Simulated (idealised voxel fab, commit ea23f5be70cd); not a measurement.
Proc. module: voxel trench capacitor
This is section cut - it's 220 nm across, gridded in 5 nm square cells.
Format of a cross-section: grid, square cells. Given as bands. Order: top down. Band: one or more rows of cells.
First you get the band's top height and its bottom height, in nm, and then the materials it's made of, left to right, with each width in nm. If you see a single material with "full width", that one covers the band edge to edge. "empty" is empty space.
All heights in this document are referenced to 0, defined as the level beneath which the wafer, as received, consists entirely of one material. The lowest band is not bounded below; it extends indefinitely downward and is written in the form "top 0, no bottom".
The expression "30->40" gives the width at the extremes of the band, the first number at its top row of cells and the second at its bottom row, with the width changing by equal amounts from each row to the next in between.
Any step labelled "left unchanged" changed none of the cells in the cross-section.
In the "Closed void register" entry, you get each enclosed empty space of 8 cells or more, one with no open way to the top, written width x height at distance, distance from the left edge, in nm.
The remark found on a step's line after its settings is issued by the simulator itself and pertains to that step.
For masked steps, "overlay nm" on the step line gives how far right of plan the mask actually lay; a minus sign means it lay to the left.
**Process steps - plan**
1 RECEIVE, material Si
2 CONFORMAL_DEP, material SiN, thk nm 5
3 DIRECTIONAL_DEP, material aC, thk nm 10
4 PATTERN, tone open, mask id TRENCH, material resist, width nm 15, pitch nm 40, thk nm 30, overlay nm -15
5 DIRECTIONAL_ETCH, etch materials aC, depth nm 10
6 STRIP, etch materials resist
7 DIRECTIONAL_ETCH, etch materials SiN, depth nm 5
8 DIRECTIONAL_ETCH, etch materials Si, depth nm 25
9 STRIP, etch materials aC
10 CONFORMAL_DEP, material SiO2, thk nm 5
11 FILL_DEP, material polySi, thk nm 5
12 CMP, height nm 5
Same starting wafers, different overlay nm at step 4. Plan value belongs to the first wafer.
**The first of several wafers as received, shown in cross-section; this is its state after step 1**
- top 0, no bottom | Si full width
- Closed void register: none
**Per wafer, end of module: cells gained (+) or lost (-) per material since receipt, then closed voids**
overlay nm -15, -45 Si, +35 SiN, +39 SiO2, +15 polySi, Closed void register: none
overlay nm -10, -45 Si, +35 SiN, +39 SiO2, +15 polySi, Closed void register: none
overlay nm -5, -45 Si, +35 SiN, +39 SiO2, +15 polySi, Closed void register: none
overlay nm 0, -45 Si, +35 SiN, +39 SiO2, +15 polySi, Closed void register: none
overlay nm 5, -45 Si, +35 SiN, +39 SiO2, +15 polySi, Closed void register: none
overlay nm 10, -45 Si, +35 SiN, +39 SiO2, +15 polySi, Closed void register: none
overlay nm 15, -45 Si, +35 SiN, +39 SiO2, +15 polySi, Closed void register: none
